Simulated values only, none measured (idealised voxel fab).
The process module presented herein is designated voxel gate over fins.
240 nm wide, 5 nm square cells: that's cross-section cut.
Just so we're on the same page, the cross-sections are grids of square cells, and they're listed out in bands top to bottom, each band one or more rows deep. Quick guide to a band line: top height, bottom height (nm) up front; then every material left to right with its width in nm. Only one material and it's marked "edge to edge"? Then it fills the band edge to edge. And "blank" just means empty space. Heights from 0 (as-received wafer is one material below). Bottom band endless downward, as "0 and below". A width given as "30..40" starts at the first number in the band's top row and ends at the second number in its bottom row, shifting by an equal amount at every step from row to row. It should be understood that the words "same as before", when stated for a given step, signify that the cross-section underwent no change in any of its cells during that step. For the entry "Closed void listing", the listed items are empty spaces with no open way to the top whose size is 8 cells or more; each item follows the pattern width x height at distance, where distance is from the left edge and all three are in nm. Step line, after settings: the simulator's comment on this step. Steps that use a mask can have "overlay nm" on their line. It says how far the mask sat to the right of where it was meant to be. Negative means to the left.
### The planned process steps are enumerated hereunder
step 1: RECEIVE: material Si
step 2: CONFORMAL_DEP: material SiN, thk nm 10
step 3: MASKED_ETCH: tone cover, mask id FINS, width nm 15, pitch nm 50, etch materials SiN, depth nm 10, overlay nm 0
step 4: MASKED_ETCH: tone cover, mask id FINS, width nm 15, pitch nm 50, etch materials Si, depth nm 40, overlay nm 0
step 5: FILL_DEP: material SiO2, thk nm 5
step 6: CMP: height nm 10
step 7: MASKED_ETCH: tone open, mask id RAIL, width nm 15, etch materials SiO2, depth nm 45, overlay nm 0
step 8: CONFORMAL_DEP: material TiN, thk nm 5
step 9: FILL_DEP: material Ru, thk nm 5
step 10: CMP: height nm 10
step 11: SELECTIVE_ETCH: etch materials W Ru TiN, depth nm 30
step 12: FILL_DEP: material SiO2, thk nm 5
step 13: CMP: height nm 10
step 14: SELECTIVE_ETCH: etch materials SiO2, depth nm 20
step 15: STRIP: etch materials SiN
step 16: CONFORMAL_DEP: material HfO2, thk nm 5
step 17: CONFORMAL_DEP: material TiN, thk nm 5
step 18: FILL_DEP: material W, thk nm 15
step 19: CMP: height nm 20
step 20: CONFORMAL_DEP: material SiN, thk nm 10
### First out of two wafers; run went to plan
### Wafer as received: cross-section following step 1
- 0 and below = Si edge to edge
- Closed void listing: none
### Presented here is a cross-section of the wafer after step 2 has been performed
- 10 down to 0 = SiN edge to edge
- Lower than 0, everything is as it was.
### Presented here is a cross-section of the wafer after step 3 has been performed
- 10 down to 0 = blank 60, then SiN 15, then blank 35, then SiN 15, then blank 35, then SiN 15, then blank 65
- Lower than 0, everything is as it was.
### Presented here is a cross-section of the wafer after step 4 has been performed
- 10 down to 0 = blank 60, then SiN 15, then blank 35, then SiN 15, then blank 35, then SiN 15, then blank 65
- 0 down to -40 = blank 60, then Si 15, then blank 35, then Si 15, then blank 35, then Si 15, then blank 65
- Lower than -40, everything is as it was.
### Presented here is a cross-section of the wafer after step 5 has been performed
- 15 down to 10 = SiO2 edge to edge
- 10 down to 0 = SiO2 60, then SiN 15, then SiO2 35, then SiN 15, then SiO2 35, then SiN 15, then SiO2 65
- 0 down to -40 = SiO2 60, then Si 15, then SiO2 35, then Si 15, then SiO2 35, then Si 15, then SiO2 65
- Lower than -40, everything is as it was.
### Presented here is a cross-section of the wafer after step 6 has been performed
- 10 down to 0 = SiO2 60, then SiN 15, then SiO2 35, then SiN 15, then SiO2 35, then SiN 15, then SiO2 65
- Lower than 0, everything is as it was.
### Presented here is a cross-section of the wafer after step 7 has been performed
- 10 down to 0 = SiO2 60, then SiN 15, then SiO2 10, then blank 15, then SiO2 10, then SiN 15, then SiO2 35, then SiN 15, then SiO2 65
- 0 down to -35 = SiO2 60, then Si 15, then SiO2 10, then blank 15, then SiO2 10, then Si 15, then SiO2 35, then Si 15, then SiO2 65
- Lower than -35, everything is as it was.
### Presented here is a cross-section of the wafer after step 8 has been performed
- 15 down to 10 = TiN 90, then blank 5, then TiN 145
- 10 down to 0 = SiO2 60, then SiN 15, then SiO2 10, then TiN 5, then blank 5, then TiN 5, then SiO2 10, then SiN 15, then SiO2 35, then SiN 15, then SiO2 65
- 0 down to -30 = SiO2 60, then Si 15, then SiO2 10, then TiN 5, then blank 5, then TiN 5, then SiO2 10, then Si 15, then SiO2 35, then Si 15, then SiO2 65
- -30 down to -35 = SiO2 60, then Si 15, then SiO2 10, then TiN 15, then SiO2 10, then Si 15, then SiO2 35, then Si 15, then SiO2 65
- Lower than -35, everything is as it was.
### Presented here is a cross-section of the wafer after step 9 has been performed
- 20 down to 15 = Ru edge to edge
- 15 down to 10 = TiN 90, then Ru 5, then TiN 145
- 10 down to 0 = SiO2 60, then SiN 15, then SiO2 10, then TiN 5, then Ru 5, then TiN 5, then SiO2 10, then SiN 15, then SiO2 35, then SiN 15, then SiO2 65
- 0 down to -30 = SiO2 60, then Si 15, then SiO2 10, then TiN 5, then Ru 5, then TiN 5, then SiO2 10, then Si 15, then SiO2 35, then Si 15, then SiO2 65
- Lower than -30, everything is as it was.
### Presented here is a cross-section of the wafer after step 10 has been performed
- 10 down to 0 = SiO2 60, then SiN 15, then SiO2 10, then TiN 5, then Ru 5, then TiN 5, then SiO2 10, then SiN 15, then SiO2 35, then SiN 15, then SiO2 65
- Lower than 0, everything is as it was.
### Presented here is a cross-section of the wafer after step 11 has been performed
- 10 down to 0 = SiO2 60, then SiN 15, then SiO2 10, then blank 15, then SiO2 10, then SiN 15, then SiO2 35, then SiN 15, then SiO2 65
- 0 down to -20 = SiO2 60, then Si 15, then SiO2 10, then blank 15, then SiO2 10, then Si 15, then SiO2 35, then Si 15, then SiO2 65
- Lower than -20, everything is as it was.
### Presented here is a cross-section of the wafer after step 12 has been performed
- 15 down to 10 = SiO2 edge to edge
- 10 down to 0 = SiO2 60, then SiN 15, then SiO2 35, then SiN 15, then SiO2 35, then SiN 15, then SiO2 65
- 0 down to -20 = SiO2 60, then Si 15, then SiO2 35, then Si 15, then SiO2 35, then Si 15, then SiO2 65
- Lower than -20, everything is as it was.
### Presented here is a cross-section of the wafer after step 13 has been performed
- 10 down to 0 = SiO2 60, then SiN 15, then SiO2 35, then SiN 15, then SiO2 35, then SiN 15, then SiO2 65
- Lower than 0, everything is as it was.
### Presented here is a cross-section of the wafer after step 14 has been performed
- 10 down to 0 = blank 60, then SiN 15, then blank 35, then SiN 15, then blank 35, then SiN 15, then blank 65
- 0 down to -10 = blank 60, then Si 15, then blank 35, then Si 15, then blank 35, then Si 15, then blank 65
- Lower than -10, everything is as it was.
### Presented here is a cross-section of the wafer after step 15 has been performed
- 0 down to -10 = blank 60, then Si 15, then blank 35, then Si 15, then blank 35, then Si 15, then blank 65
- Lower than -10, everything is as it was.
### Presented here is a cross-section of the wafer after step 16 has been performed
- 5 down to 0 = blank 55, then HfO2 25, then blank 25, then HfO2 25, then blank 25, then HfO2 25, then blank 60
- 0 down to -5 = blank 55, then HfO2 5, then Si 15, then HfO2 5, then blank 25, then HfO2 5, then Si 15, then HfO2 5, then blank 25, then HfO2 5, then Si 15, then HfO2 5, then blank 60
- -5 down to -10 = HfO2 60, then Si 15, then HfO2 35, then Si 15, then HfO2 35, then Si 15, then HfO2 65
- Lower than -10, everything is as it was.
### Presented here is a cross-section of the wafer after step 17 has been performed
- 10 down to 5 = blank 50, then TiN 35, then blank 15, then TiN 35, then blank 15, then TiN 35, then blank 55
- 5 down to 0 = blank 50, then TiN 5, then HfO2 25, then TiN 5, then blank 15, then TiN 5, then HfO2 25, then TiN 5, then blank 15, then TiN 5, then HfO2 25, then TiN 5, then blank 55
- 0 down to -5 = TiN 55, then HfO2 5, then Si 15, then HfO2 5, then TiN 25, then HfO2 5, then Si 15, then HfO2 5, then TiN 25, then HfO2 5, then Si 15, then HfO2 5, then TiN 60
- Lower than -5, everything is as it was.
### Presented here is a cross-section of the wafer after step 18 has been performed
- 25 down to 10 = W edge to edge
- 10 down to 5 = W 50, then TiN 35, then W 15, then TiN 35, then W 15, then TiN 35, then W 55
- 5 down to 0 = W 50, then TiN 5, then HfO2 25, then TiN 5, then W 15, then TiN 5, then HfO2 25, then TiN 5, then W 15, then TiN 5, then HfO2 25, then TiN 5, then W 55
- Lower than 0, everything is as it was.
### Presented here is a cross-section of the wafer after step 19 has been performed
- 20 down to 10 = W edge to edge
- Lower than 10, everything is as it was.
### Presented here is a cross-section of the wafer after step 20 has been performed
- 30 down to 20 = SiN edge to edge
- Lower than 20, everything is as it was.
### Second wafer. Start and plan as for the first. One mistake made in running. Agrees with the first up to and including step 6
### Second wafer cross-section, taken as of the time the plan sets for step 7 to be done
- 10 down to 0 = SiO2 60, then SiN 15, then SiO2 20, then blank 15, then SiN 15, then SiO2 35, then SiN 15, then SiO2 65
- 0 down to -35 = SiO2 60, then Si 15, then SiO2 20, then blank 15, then Si 15, then SiO2 35, then Si 15, then SiO2 65
- Lower than -35, everything is as it was.
### Second wafer cross-section, taken as of the time the plan sets for step 8 to be done
- 15 down to 10 = TiN 100, then blank 5, then TiN 135
- 10 down to 0 = SiO2 60, then SiN 15, then SiO2 20, then TiN 5, then blank 5, then TiN 5, then SiN 15, then SiO2 35, then SiN 15, then SiO2 65
- 0 down to -30 = SiO2 60, then Si 15, then SiO2 20, then TiN 5, then blank 5, then TiN 5, then Si 15, then SiO2 35, then Si 15, then SiO2 65
- -30 down to -35 = SiO2 60, then Si 15, then SiO2 20, then TiN 15, then Si 15, then SiO2 35, then Si 15, then SiO2 65
- Lower than -35, everything is as it was.
### Second wafer cross-section, taken as of the time the plan sets for step 9 to be done
- 20 down to 15 = Ru edge to edge
- 15 down to 10 = TiN 100, then Ru 5, then TiN 135
- 10 down to 0 = SiO2 60, then SiN 15, then SiO2 20, then TiN 5, then Ru 5, then TiN 5, then SiN 15, then SiO2 35, then SiN 15, then SiO2 65
- 0 down to -30 = SiO2 60, then Si 15, then SiO2 20, then TiN 5, then Ru 5, then TiN 5, then Si 15, then SiO2 35, then Si 15, then SiO2 65
- Lower than -30, everything is as it was.
### Second wafer cross-section, taken as of the time the plan sets for step 10 to be done
- 10 down to 0 = SiO2 60, then SiN 15, then SiO2 20, then TiN 5, then Ru 5, then TiN 5, then SiN 15, then SiO2 35, then SiN 15, then SiO2 65
- Lower than 0, everything is as it was.
### Second wafer cross-section, taken as of the time the plan sets for step 11 to be done
- 10 down to 0 = SiO2 60, then SiN 15, then SiO2 20, then blank 15, then SiN 15, then SiO2 35, then SiN 15, then SiO2 65
- 0 down to -20 = SiO2 60, then Si 15, then SiO2 20, then blank 15, then Si 15, then SiO2 35, then Si 15, then SiO2 65
- Lower than -20, everything is as it was.
### Second wafer cross-section, taken as of the time the plan sets for step 12 to be done
- 15 down to 10 = SiO2 edge to edge
- 10 down to 0 = SiO2 60, then SiN 15, then SiO2 35, then SiN 15, then SiO2 35, then SiN 15, then SiO2 65
- 0 down to -20 = SiO2 60, then Si 15, then SiO2 35, then Si 15, then SiO2 35, then Si 15, then SiO2 65
- Lower than -20, everything is as it was.
### Second wafer cross-section, taken as of the time the plan sets for step 13 to be done
- 10 down to 0 = SiO2 60, then SiN 15, then SiO2 35, then SiN 15, then SiO2 35, then SiN 15, then SiO2 65
- Lower than 0, everything is as it was.
### Second wafer cross-section, taken as of the time the plan sets for step 14 to be done
- 10 down to 0 = blank 60, then SiN 15, then blank 35, then SiN 15, then blank 35, then SiN 15, then blank 65
- 0 down to -10 = blank 60, then Si 15, then blank 35, then Si 15, then blank 35, then Si 15, then blank 65
- Lower than -10, everything is as it was.
### Second wafer cross-section, taken as of the time the plan sets for step 15 to be done
- 0 down to -10 = blank 60, then Si 15, then blank 35, then Si 15, then blank 35, then Si 15, then blank 65
- Lower than -10, everything is as it was.
### Second wafer cross-section, taken as of the time the plan sets for step 16 to be done
- 5 down to 0 = blank 55, then HfO2 25, then blank 25, then HfO2 25, then blank 25, then HfO2 25, then blank 60
- 0 down to -5 = blank 55, then HfO2 5, then Si 15, then HfO2 5, then blank 25, then HfO2 5, then Si 15, then HfO2 5, then blank 25, then HfO2 5, then Si 15, then HfO2 5, then blank 60
- -5 down to -10 = HfO2 60, then Si 15, then HfO2 35, then Si 15, then HfO2 35, then Si 15, then HfO2 65
- Lower than -10, everything is as it was.
### Second wafer cross-section, taken as of the time the plan sets for step 17 to be done
- 10 down to 5 = blank 50, then TiN 35, then blank 15, then TiN 35, then blank 15, then TiN 35, then blank 55
- 5 down to 0 = blank 50, then TiN 5, then HfO2 25, then TiN 5, then blank 15, then TiN 5, then HfO2 25, then TiN 5, then blank 15, then TiN 5, then HfO2 25, then TiN 5, then blank 55
- 0 down to -5 = TiN 55, then HfO2 5, then Si 15, then HfO2 5, then TiN 25, then HfO2 5, then Si 15, then HfO2 5, then TiN 25, then HfO2 5, then Si 15, then HfO2 5, then TiN 60
- Lower than -5, everything is as it was.
### Second wafer cross-section, taken as of the time the plan sets for step 18 to be done
- 25 down to 10 = W edge to edge
- 10 down to 5 = W 50, then TiN 35, then W 15, then TiN 35, then W 15, then TiN 35, then W 55
- 5 down to 0 = W 50, then TiN 5, then HfO2 25, then TiN 5, then W 15, then TiN 5, then HfO2 25, then TiN 5, then W 15, then TiN 5, then HfO2 25, then TiN 5, then W 55
- Lower than 0, everything is as it was.
### Second wafer cross-section, taken as of the time the plan sets for step 19 to be done
- 20 down to 10 = W edge to edge
- Lower than 10, everything is as it was.
### Second wafer cross-section, taken as of the time the plan sets for step 20 to be done
- 30 down to 20 = SiN edge to edge
- Lower than 20, everything is as it was.
Want to know what went wrong? not per plan at step 7, really ran MASKED_ETCH: tone open, mask id RAIL, width nm 15, etch materials SiO2, depth nm 45, overlay nm 10
Heads up: at the end the two wafers have identical cell counts per material, they're just laid out differently.
